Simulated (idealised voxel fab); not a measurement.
Process module under the name voxel self aligned vias
Xsec cut, 210 nm wide, square cell size 5 nm.
Throughout this document, each cross-section is represented as a grid of square cells and is presented as a sequence of bands enumerated from the top downward, where a band comprises one or more rows of cells. Band: top height; bottom height; in nm. Then, left to right: material with width in nm, for each material. "throughout": a single material spanning edge to edge. "air": empty space. Heights are measured from 0, the level below which the as-received wafer is all one material; the lowest band has no bottom and continues downward, written as in "top 0, no bottom". A width given as "30 to 40" starts at the first number in the band's top row and ends at the second number in its bottom row, shifting by an equal amount at every step from row to row. The cross-section has no changed cell in any step marked "remains unaltered". Empty spaces without an open route to the top, at least 8 cells in extent, make up the entry "Fully closed voids"; each is given as width x height at distance, where the distance is measured from the left edge, and all are in nm. Step line, after settings: the simulator's comment on this step. "overlay nm", when on a step's line for a step with a mask, measures how far to the right of its planned place the mask lay; a negative measure means to the left.

## Steps in the process plan
| 1 | RECEIVE (material Si) |
| 2 | CONFORMAL_DEP (material SiO2; thk nm 15) |
| 3 | CONFORMAL_DEP (material SiCN; thk nm 5) |
| 4 | DIRECTIONAL_DEP (material SiO2; thk nm 20) |
| 5 | PATTERN (tone open; mask id LINES; material resist; width nm 20; pitch nm 55; thk nm 15; overlay nm 0) |
| 6 | DIRECTIONAL_ETCH (etch materials SiO2; depth nm 20) |
| 7 | STRIP (etch materials resist) |
| 8 | CONFORMAL_DEP (material TiN; thk nm 5) |
| 9 | FILL_DEP (material Ru; thk nm 5) |
| 10 | CMP (height nm 40) |
| 11 | SELECTIVE_ETCH (etch materials W Ru TiN; depth nm 10) |
| 12 | FILL_DEP (material SiN; thk nm 10) |
| 13 | CMP (height nm 40) |
| 14 | DIRECTIONAL_DEP (material SiO2; thk nm 20) |
| 15 | MASKED_ETCH (tone open; mask id VIAS; width nm 40; pitch nm 110; etch materials SiO2; depth nm 20; overlay nm 0) |
| 16 | MASKED_ETCH (tone open; mask id VIAS; width nm 40; pitch nm 110; etch materials SiN; depth nm 10; overlay nm 0) |
| 17 | CONFORMAL_DEP (material TiN; thk nm 5) |
| 18 | FILL_DEP (material Cu; thk nm 10) |
| 19 | CMP (height nm 60) |
| 20 | CONFORMAL_DEP (material SiCN; thk nm 5) |

## Cross-section, incoming material, after step 1
- top 0, no bottom | Si throughout
- Fully closed voids: none

## Starting structure and process plan are as shown above, but one mistake was made in running the module; the wafer cross-section at the end of the module follows
- top 65, bottom 60 | SiCN throughout
- top 60, bottom 45 | 30 nm SiO2  5 nm TiN  30 nm Cu  5 nm TiN  70 nm SiO2  5 nm TiN  30 nm Cu  5 nm TiN  30 nm SiO2
- top 45, bottom 40 | 30 nm SiO2  15 nm TiN  10 nm Cu  15 nm TiN  70 nm SiO2  15 nm TiN  10 nm Cu  15 nm TiN  30 nm SiO2
- top 40, bottom 35 | 40 nm SiO2  5 nm TiN  10 nm Cu  5 nm TiN  35 nm SiO2  20 nm SiN  35 nm SiO2  5 nm TiN  10 nm Cu  5 nm TiN  40 nm SiO2
- top 35, bottom 30 | 40 nm SiO2  20 nm TiN  35 nm SiO2  20 nm SiN  35 nm SiO2  20 nm TiN  40 nm SiO2
- top 30, bottom 25 | 40 nm SiO2  5 nm TiN  10 nm Ru  5 nm TiN  35 nm SiO2  5 nm TiN  10 nm Ru  5 nm TiN  35 nm SiO2  5 nm TiN  10 nm Ru  5 nm TiN  40 nm SiO2
- top 25, bottom 20 | 40 nm SiO2  20 nm TiN  35 nm SiO2  20 nm TiN  35 nm SiO2  20 nm TiN  40 nm SiO2
- top 20, bottom 5 | SiO2 throughout
- top 5, bottom 0 | SiCN throughout
- top 0, no bottom | Si throughout
- Fully closed voids: none
The mistake made against the process plan was this: steps 2 and 3 run out of order (swapped)
